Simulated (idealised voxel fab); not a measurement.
Process module under the name voxel self aligned vias
The figure presents cross-section cut, which has a width of 225 nm and is divided into square cells with an edge length of 5 nm.
Cross-section = grid of square cells, listed top down in bands; band = one or more rows.
A band entry consists of two parts. The first gives the height of the band's top and the height of its bottom, in nm. The rest lists the band's materials from left to right, each with its width in nm. A single material labelled with the word "full width" fills the band from edge to edge, and the word "air" marks empty space.
Counting heights begins at 0, where everything beneath is, in the wafer as received, one material. The lowest band has no bottom; it goes on downwards, as "0 down" shows.
A width given as "30..40" starts at the first number in the band's top row and ends at the second number in its bottom row, shifting by an equal amount at every step from row to row.
No cell of the cross-section changed in a step that is given as "same as before".
If an empty space has no open way to the top and is at least 8 cells in size, "Closed internal voids" lists it, written width x height at distance, where distance is measured from the left edge and every value is in nm.
after a step's settings: what the simulator itself notes on the step
Steps that use a mask can have "overlay nm" on their line. It says how far the mask sat to the right of where it was meant to be. Negative means to the left.

[List of planned process steps]
1) RECEIVE with material Si
2) CONFORMAL_DEP with material SiO2, thk nm 15
3) CONFORMAL_DEP with material SiCN, thk nm 5
4) DIRECTIONAL_DEP with material lowk, thk nm 30
5) PATTERN with tone open, mask id LINES, material resist, width nm 25, pitch nm 65, thk nm 20, overlay nm 0
6) DIRECTIONAL_ETCH with etch materials lowk, depth nm 30
7) STRIP with etch materials resist
8) CONFORMAL_DEP with material TiN, thk nm 5
9) FILL_DEP with material Ru, thk nm 10
10) CMP with height nm 50
11) SELECTIVE_ETCH with etch materials W Ru TiN, depth nm 10
12) FILL_DEP with material SiN, thk nm 10
13) CMP with height nm 50
14) DIRECTIONAL_DEP with material lowk, thk nm 15
15) MASKED_ETCH with tone open, mask id VIAS, width nm 35, pitch nm 65, etch materials lowk, depth nm 15, overlay nm 0
16) MASKED_ETCH with tone open, mask id VIAS, width nm 35, pitch nm 65, etch materials SiN, depth nm 10, overlay nm 0
17) CONFORMAL_DEP with material TiN, thk nm 5
18) FILL_DEP with material Ru, thk nm 10
19) CMP with height nm 65
20) CONFORMAL_DEP with material SiCN, thk nm 5

[Wafer as received: cross-section following step 1]
	0 down: Si full width
	Closed internal voids: none

[This is how the wafer looks in cross-section once the module is done, given the starting state and plan above and one mistake in carrying the plan out]
	75 to 70: SiCN full width
	70 to 65: TiN: 65; Ru: 25; TiN: 40; Ru: 25; TiN: 70
	65 to 55: lowk: 60; TiN: 5; Ru: 25; TiN: 5; lowk: 30; TiN: 5; Ru: 25; TiN: 5; lowk: 65
	55 to 45: lowk: 60..65; TiN: 10..5; Ru: 15; TiN: 10..5; lowk: 30..40; TiN: 10..5; Ru: 15; TiN: 10..5; lowk: 65..70
	45 to 40: lowk: 65; TiN: 25; lowk: 40; TiN: 25; lowk: 70
	40 to 25: lowk: 65; TiN: 5; Ru: 15; TiN: 5; lowk: 40; TiN: 5; Ru: 15; TiN: 5; lowk: 70
	25 to 20: lowk: 65; TiN: 25; lowk: 40; TiN: 25; lowk: 70
	20 to 15: SiCN full width
	15 to 0: SiO2 full width
	0 down: Si full width
	Closed internal voids: none
Which mistake was made when the wafer was run? not per plan at step 19, really ran CMP with height nm 70
